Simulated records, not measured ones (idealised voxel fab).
This section sets out a process module, namely voxel transistor to metal.
Each square cell in cross-section cut measures 5 nm, and the section as a whole is 290 nm wide.
Throughout this document, each cross-section is represented as a grid of square cells and is presented as a sequence of bands enumerated from the top downward, where a band comprises one or more rows of cells.
A band entry consists of two parts. The first gives the height of the band's top and the height of its bottom, in nm. The rest lists the band's materials from left to right, each with its width in nm. A single material labelled with the word "throughout" fills the band from edge to edge, and the word "blank" marks empty space.
Basically, 0 is our baseline, since under it the wafer straight out of the box is all one material. The bottom band has no lower end and keeps on going down, so it looks like "0 down".
With a width like "30..40", each row of cells in the band differs from the next by the same amount, the top row carrying the first number and the bottom row the second.
Where the words "nothing different" appear for a step, the cross-section shows no cell changed by that step; every cell remained as before.
Voids not open to the top, 8 cells minimum: see "Entrapped void list". Written width x height at distance; distance is from the left edge; nm.
Where a step's line continues beyond its settings, the continuation is a remark by the simulator itself on that step.
"overlay nm" on a masked step: distance the mask lay right of its planned place, negative for left.
**This section lists the process steps that were planned**
1,RECEIVE: material Si
2,OXIDIZE: depth nm 5
3,CONFORMAL_DEP: material SiN, thk nm 10
4,MASKED_ETCH: tone cover, mask id ACTIVE, width nm 95, pitch nm 115, etch materials SiN, depth nm 10, overlay nm 0
5,MASKED_ETCH: tone cover, mask id ACTIVE, width nm 95, pitch nm 115, etch materials SiO2, depth nm 5, overlay nm 0
6,MASKED_ETCH: tone cover, mask id ACTIVE, width nm 95, pitch nm 115, etch materials Si, depth nm 35, overlay nm 0
7,FILL_DEP: material SiO2, thk nm 10
8,CMP: height nm 10
9,SELECTIVE_ETCH: etch materials SiO2, depth nm 5
10,STRIP: etch materials SiN
11,SELECTIVE_ETCH: etch materials SiO2, depth nm 5
12,OXIDIZE: depth nm 5
13,DIRECTIONAL_DEP: material polySi, thk nm 20
14,DIRECTIONAL_DEP: material SiCN, thk nm 10
15,MASKED_ETCH: tone cover, mask id GATE, width nm 15, pitch nm 115, etch materials SiCN, depth nm 20, overlay nm 0
16,MASKED_ETCH: tone cover, mask id GATE, width nm 15, pitch nm 115, etch materials polySi, depth nm 30, overlay nm 0
17,CONFORMAL_DEP: material SiO2, thk nm 5
18,DIRECTIONAL_ETCH: etch materials SiO2, depth nm 5
19,CONFORMAL_DEP: material SiN, thk nm 10
20,DIRECTIONAL_ETCH: etch materials SiN, depth nm 10
21,DIRECTIONAL_ETCH: etch materials SiO2, depth nm 5
22,DIRECTIONAL_ETCH: etch materials Si, depth nm 10
23,EPI: material nSi, thk nm 10
24,FILL_DEP: material SiO2, thk nm 10
25,CMP: height nm 25
26,DIRECTIONAL_DEP: material SiO2, thk nm 15
27,PATTERN: tone open, mask id CONTACT, material resist, width nm 20, thk nm 15, overlay nm 0
28,DIRECTIONAL_ETCH: etch materials SiO2, depth nm 40
29,STRIP: etch materials resist
30,CONFORMAL_DEP: material TiN, thk nm 5
31,FILL_DEP: material W, thk nm 10
32,CMP: height nm 40
33,CONFORMAL_DEP: material SiN, thk nm 5
34,DIRECTIONAL_DEP: material lowk, thk nm 20
35,DIRECTIONAL_DEP: material aC, thk nm 10
36,PATTERN: tone open, mask id METAL_1, material resist, width nm 20, thk nm 25, overlay nm 0
37,DIRECTIONAL_ETCH: etch materials aC, depth nm 10
38,STRIP: etch materials resist
39,DIRECTIONAL_ETCH: etch materials lowk, depth nm 20
40,DIRECTIONAL_ETCH: etch materials SiN, depth nm 5
41,STRIP: etch materials aC
42,CONFORMAL_DEP: material TiN, thk nm 5
43,FILL_DEP: material Cu, thk nm 5
44,CMP: height nm 65
45,CONFORMAL_DEP: material SiCN, thk nm 5
46,DIRECTIONAL_DEP: material lowk, thk nm 30
47,DIRECTIONAL_DEP: material aC, thk nm 15
48,PATTERN: tone open, mask id METAL_2, material resist, width nm 20, pitch nm 115, thk nm 35, overlay nm 0
49,DIRECTIONAL_ETCH: etch materials aC, depth nm 15
50,STRIP: etch materials resist
51,DIRECTIONAL_ETCH: etch materials lowk, depth nm 20
52,STRIP: etch materials aC
53,MASKED_ETCH: tone open, mask id METAL_2_HOLES, width nm 15, pitch nm 115, etch materials lowk, depth nm 10, overlay nm 0
54,MASKED_ETCH: tone open, mask id METAL_2_HOLES, width nm 15, pitch nm 115, etch materials SiCN, depth nm 5, overlay nm 0
55,CONFORMAL_DEP: material TiN, thk nm 5
56,FILL_DEP: material Cu, thk nm 5
57,CMP: height nm 100
58,CONFORMAL_DEP: material SiCN, thk nm 5
**Cross-section, incoming material, after step 1**
  0 down | Si throughout
  Entrapped void list: none
**End-of-module cross-section. Starting structure and process plan as above; one mistake made in running it**
  105 to 100 | SiCN throughout
  100 to 85 | 45 nm lowk / 5 nm TiN / 10 nm Cu / 5 nm TiN / 95 nm lowk / 5 nm TiN / 10 nm Cu / 5 nm TiN / 110 nm lowk
  85 to 80 | 45 nm lowk / 5 nm TiN / 5 nm Cu / 10 nm TiN / 95 nm lowk / 5 nm TiN / 5 nm Cu / 10 nm TiN / 110 nm lowk
  80 to 70 | 45 nm lowk / 5 nm TiN / 5 nm Cu / 5 nm TiN / 100 nm lowk / 5 nm TiN / 5 nm Cu / 5 nm TiN / 115 nm lowk
  70 to 65 | 45 nm SiCN / 15 nm TiN / 100 nm SiCN / 15 nm TiN / 115 nm SiCN
  65 to 45 | 50 nm lowk / 5 nm TiN / 5 nm Cu / 5 nm TiN / 50 nm lowk / 5 nm TiN / 5 nm Cu / 5 nm TiN / 35 nm lowk / 5 nm TiN / 5 nm Cu / 5 nm TiN / 50 nm lowk / 5 nm TiN / 5 nm Cu / 5 nm TiN / 45 nm lowk
  45 to 40 | 50 nm SiN / 15 nm TiN / 50 nm SiN / 15 nm TiN / 35 nm SiN / 15 nm TiN / 50 nm SiN / 15 nm TiN / 45 nm SiN
  40 to 25 | 45 nm SiO2 / 5 nm TiN / 10 nm W / 5 nm TiN / 45 nm SiO2 / 5 nm TiN / 10 nm W / 5 nm TiN / 30 nm SiO2 / 5 nm TiN / 10 nm W / 5 nm TiN / 45 nm SiO2 / 5 nm TiN / 10 nm W / 5 nm TiN / 45 nm SiO2
  25 to 15 | 45 nm SiO2 / 5 nm TiN / 10 nm W / 5 nm TiN / 10 nm SiN / 5 nm SiO2 / 15 nm SiCN / 5 nm SiO2 / 10 nm SiN / 5 nm TiN / 10 nm W / 5 nm TiN / 30 nm SiO2 / 5 nm TiN / 10 nm W / 5 nm TiN / 10 nm SiN / 5 nm SiO2 / 15 nm SiCN / 5 nm SiO2 / 10 nm SiN / 5 nm TiN / 10 nm W / 5 nm TiN / 45 nm SiO2
  15 to 5 | 45 nm SiO2 / 5 nm TiN / 10 nm W / 5 nm TiN / 10 nm SiN / 5 nm SiO2 / 15 nm polySi / 5 nm SiO2 / 10 nm SiN / 5 nm TiN / 10 nm W / 5 nm TiN / 30 nm SiO2 / 5 nm TiN / 10 nm W / 5 nm TiN / 10 nm SiN / 5 nm SiO2 / 15 nm polySi / 5 nm SiO2 / 10 nm SiN / 5 nm TiN / 10 nm W / 5 nm TiN / 45 nm SiO2
  5 to 0 | 45 nm SiO2 / 20 nm TiN / 10 nm SiN / 5 nm SiO2 / 15 nm polySi / 5 nm SiO2 / 10 nm SiN / 20 nm TiN / 30 nm SiO2 / 20 nm TiN / 10 nm SiN / 5 nm SiO2 / 15 nm polySi / 5 nm SiO2 / 10 nm SiN / 20 nm TiN / 45 nm SiO2
  0 to -5 | 40 nm SiO2 / 10 nm SiN / 15 nm nSi / 10 nm SiN / 5 nm SiO2 / 15 nm polySi / 5 nm SiO2 / 10 nm SiN / 15 nm nSi / 10 nm SiN / 20 nm SiO2 / 10 nm SiN / 15 nm nSi / 10 nm SiN / 5 nm SiO2 / 15 nm polySi / 5 nm SiO2 / 10 nm SiN / 15 nm nSi / 10 nm SiN / 40 nm SiO2
  -5 to -10 | 50 nm SiO2 / 15 nm nSi / 45 nm SiO2 / 15 nm nSi / 40 nm SiO2 / 15 nm nSi / 45 nm SiO2 / 15 nm nSi / 50 nm SiO2
  -10 to -20 | 40 nm SiO2 / 10 nm Si / 15 nm nSi / 45 nm Si / 15 nm nSi / 10 nm Si / 20 nm SiO2 / 10 nm Si / 15 nm nSi / 45 nm Si / 15 nm nSi / 10 nm Si / 40 nm SiO2
  -20 to -40 | 40 nm SiO2 / 95 nm Si / 20 nm SiO2 / 95 nm Si / 40 nm SiO2
  -40 down | Si throughout
  Entrapped void list: none
What was done differently from what was planned? in deviation from the planned setting, step 36 was conducted as PATTERN: tone open, mask id METAL_1, material resist, width nm 15, thk nm 25, overlay nm 0
